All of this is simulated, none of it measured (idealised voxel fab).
process module | voxel ribs on slabs
cross-section cut | 240 nm wide | cells 5 nm
A cross-section is a grid of square cells, given in bands from the top down. A band is one or more rows of cells.
Each band's line starts with the height of the band's top and of its bottom, in nm. Then come its materials from left to right, each with its width in nm. One material with "throughout" fills the band from edge to edge. "air" is empty space.
Height 0 is the level under which the wafer as received is all one material. The lowest band goes on downwards, as in "0 down".
A width such as "30 to 40" changes by the same amount from each row of cells to the next, from the band's top row to its bottom row.
"no change" after a step means that no cell of the cross-section changed.
closed voids: empty space of 8 cells or more with no open way to the top, each as width x height at its distance from the left edge, in nm
after a step's settings: what the simulator itself notes on the step
overlay nm, on a step with a mask: how far to the right of its planned place the mask lay; to the left if negative
plan
1 op RECEIVE | material Si
2 op DIRECTIONAL_DEP | material SiO2 | thk nm 30
3 op DIRECTIONAL_DEP | material SiN | thk nm 20
4 op MASKED_ETCH | tone cover | mask id RIB | width nm 25 | etch materials SiN | depth nm 5 | overlay nm 0
5 op PATTERN | tone cover | mask id SLAB | material resist | width nm 65 | thk nm 20 | overlay nm 0
6 op DIRECTIONAL_ETCH | etch materials SiN | depth nm 15
7 op STRIP | etch materials resist
8 op FILL_DEP | material SiO2 | thk nm 15
9 op CMP | height nm 60
10 op DIRECTIONAL_DEP | material TiN | thk nm 5
11 op DIRECTIONAL_DEP | material aC | thk nm 10
12 op PATTERN | tone cover | mask id HEATER | material resist | width nm 35 | thk nm 25 | overlay nm 0
13 op DIRECTIONAL_ETCH | etch materials aC | depth nm 10
14 op STRIP | etch materials resist
15 op DIRECTIONAL_ETCH | etch materials TiN | depth nm 5
16 op STRIP | etch materials aC
17 op CONFORMAL_DEP | material SiO2 | thk nm 10
as received, after step 1
  0 down: Si throughout
  closed voids: none
a wafer at the end: this start, this plan, one mistake
  65 to 60: air 100 | TiN 35 | air 105
  60 to 50: SiO2 throughout
  50 to 45: SiO2 105 | SiN 25 | SiO2 110
  45 to 30: SiO2 85 | SiN 65 | SiO2 90
  30 to 0: SiO2 throughout
  0 down: Si throughout
  closed voids: none
what went wrong: step 17 was left out
